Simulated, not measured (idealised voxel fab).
Documented hereafter: the process module known as voxel quadruple lines.
Square cells of 5 nm make up the cross-section cut, whose width is 195 nm.
Heads up, the way a cross-section reads in here is a grid of square cells, handed over as bands from the top down, with every band being one or more rows of cells. Top height, bottom height, nm. Materials left to right, width each, nm. Single material + "full width" = fills band edge to edge. "blank" = empty. Ref level 0: as-received wafer is one material below here. Bottom band extends down with no lower bound ("0 and below"). Note: "30->40" means the width goes from the first number (top row of the band) to the second number (bottom row) in equal steps per row of cells. Reading "no alteration" for a step: not a cell of the cross-section changed in it. Entry "Closed void register". Content: empty spaces with no open connection to the top, size 8 cells or greater. Each: width x height at distance. Distance: from left edge. Unit: nm. Read whatever lies past the settings on a step's line as the simulator's own remark about the step. overlay nm: mask offset rightward from planned place, masked step; negative means leftward offset.

Set out below are the planned steps of the process:
1. RECEIVE [material Si]
2. CONFORMAL_DEP [material Al2O3] [thk nm 5]
3. DIRECTIONAL_DEP [material W] [thk nm 10]
4. DIRECTIONAL_DEP [material polySi] [thk nm 15]
5. DIRECTIONAL_DEP [material aC] [thk nm 25]
6. PATTERN [tone cover] [mask id MANDREL] [material resist] [width nm 25] [thk nm 35] [overlay nm 0]
7. DIRECTIONAL_ETCH [etch materials aC] [depth nm 25]
8. STRIP [etch materials resist]
9. CONFORMAL_DEP [material SiO2] [thk nm 15]
10. DIRECTIONAL_ETCH [etch materials SiO2] [depth nm 15]
11. STRIP [etch materials aC]
12. DIRECTIONAL_ETCH [etch materials polySi] [depth nm 15]
13. STRIP [etch materials SiO2]
14. CONFORMAL_DEP [material SiCN] [thk nm 5]
15. DIRECTIONAL_ETCH [etch materials SiCN] [depth nm 5]
16. STRIP [etch materials polySi]
17. DIRECTIONAL_ETCH [etch materials W] [depth nm 10]
18. STRIP [etch materials SiCN]
19. FILL_DEP [material SiO2] [thk nm 5]
20. CMP [height nm 5]
The wafers in this document start out alike and differ in the height nm applied at step 20; the plan shows the value used for the first wafer.

As-received cross-section, first of several wafers, post step 1:
* 0 and below  Si full width
* Closed void register: none

Quick key for the table: a row per wafer, taken at the end of the module. For each material it tells you how many cells the wafer gained (+) or lost (-) since it came in, and the closed voids come after:
height nm 5; +39 Al2O3; Closed void register: none
height nm 10; +39 Al2O3; +35 SiO2; +4 W; Closed void register: none
height nm 15; +39 Al2O3; +70 SiO2; +8 W; Closed void register: none
height nm 20; +39 Al2O3; +109 SiO2; +8 W; Closed void register: none
